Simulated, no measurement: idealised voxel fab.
This section sets out a process module, namely voxel plated lines.
Square cell edge 5 nm, section width 265 nm, ID cut.
A cross-section is a grid of square cells, given in bands from the top down. A band is one or more rows of cells. Within each band entry, the heights of the top and of the bottom of the band appear first, in that order and in nm; the materials of the band then follow from left to right, each with its corresponding width in nm. The designation "everywhere" on a single material indicates that it fills the band from edge to edge; the designation "empty" indicates empty space. Heads up on the height convention: 0 is the point under which the incoming wafer is all one material, and the lowest band has no bottom, it just keeps going down, like "0 nm and below". With a width like "30->40", each row of cells in the band differs from the next by the same amount, the top row carrying the first number and the bottom row the second. "remains unaltered" after a step means that no cell of the cross-section changed. "Enclosed internal cavities": empty spaces of 8 cells or more with no open way to the top, each given as width x height at distance, distance from the left edge, all in nm. Whatever follows a step's settings on its line is a remark the simulator itself makes about that step. overlay nm: on a step with a mask, how far right of its planned place the mask lay; negative means left.
-- Process steps - plan
1) op RECEIVE | material Si
2) op CONFORMAL_DEP | material SiO2 | thk nm 5
3) op DIRECTIONAL_DEP | material TiN | thk nm 5
4) op PATTERN | tone open | mask id LINES | material resist | width nm 25 | pitch nm 55 | thk nm 20 | overlay nm 0
5) op EPI | material Ru | thk nm 10
6) op STRIP | etch materials resist
7) op DIRECTIONAL_ETCH | etch materials TiN | depth nm 5
8) op CONFORMAL_DEP | material SiCN | thk nm 5
-- Cross-section of the wafer as it came to us, i.e., already through step 1
- 0 nm and below: Si everywhere
- Enclosed internal cavities: none
-- Post-module cross-section: identical start and plan to those above, one misstep in execution
- 15 nm to 10 nm: SiCN everywhere
- 10 nm to 0 nm: SiO2 everywhere
- 0 nm and below: Si everywhere
- Enclosed internal cavities: none
Run error: planned and actual differ for step 3; actual: op DIRECTIONAL_DEP | material SiO2 | thk nm 5
